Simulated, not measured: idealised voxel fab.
The process module that follows is named voxel double patterning.
Xsec cut, 260 nm wide, square cell size 5 nm.
Format of a cross-section: grid, square cells. Given as bands. Order: top down. Band: one or more rows of cells.
Band entry format. Leading values: height of top, height of bottom, nm. Remainder: materials in left-to-right order, each with its width in nm. Special words: "full width" on a single material, which then fills the band edge to edge; "air", empty space.
Note: height 0 marks the level under which the wafer is uniformly one material as received. Lowest band unbounded below, written "0 -> down".
With a width like "30->40", each row of cells in the band differs from the next by the same amount, the top row carrying the first number and the bottom row the second.
The cross-section has no changed cell in any step marked "remained unchanged".
"Closed cavity list": empty spaces of 8 cells or more with no open way to the top, each given as width x height at distance, distance from the left edge, all in nm.
It should be noted that, on the line of a given step, the content following the step's settings is a remark produced by the simulator itself with respect to that step.
Regarding "overlay nm": on a step with a mask, it is the distance the mask lay to the right of its planned place; a negative value places it to the left.

HERE'S WHAT THE PLANNED PROCESS STEPS LOOK LIKE
1) RECEIVE [material Si]
2) CONFORMAL_DEP [material SiO2] [thk nm 5]
3) DIRECTIONAL_DEP [material TiN] [thk nm 15]
4) DIRECTIONAL_DEP [material SiCN] [thk nm 10]
5) MASKED_ETCH [tone open] [mask id FIRST] [width nm 15] [pitch nm 50] [etch materials SiCN] [depth nm 10] [overlay nm 0]
6) MASKED_ETCH [tone open] [mask id SECOND] [width nm 15] [pitch nm 50] [etch materials SiCN] [depth nm 10] [overlay nm 0]
7) DIRECTIONAL_ETCH [etch materials TiN] [depth nm 15]
8) STRIP [etch materials SiCN]
Variable across wafers: step 5 width nm (plan value is that of the first wafer; starting state common to all).

AS-RECEIVED STATE AFTER STEP 1, FIRST OF SEVERAL WAFERS, CROSS-SECTION
* 0 -> down | Si full width
* Closed cavity list: none

EACH ROW BELOW IS A WAFER AT THE END OF THE MODULE, LISTING FOR EVERY MATERIAL THE NUMBER OF CELLS IT HAS GAINED (+) OR LOST (-) SINCE IT WAS RECEIVED, FOLLOWED BY ITS CLOSED VOIDS
width nm 15; +52 SiO2; +111 TiN; Closed cavity list: none
width nm 20; +52 SiO2; +102 TiN; Closed cavity list: none
width nm 25; +52 SiO2; +93 TiN; Closed cavity list: none
width nm 30; +52 SiO2; +84 TiN; Closed cavity list: none
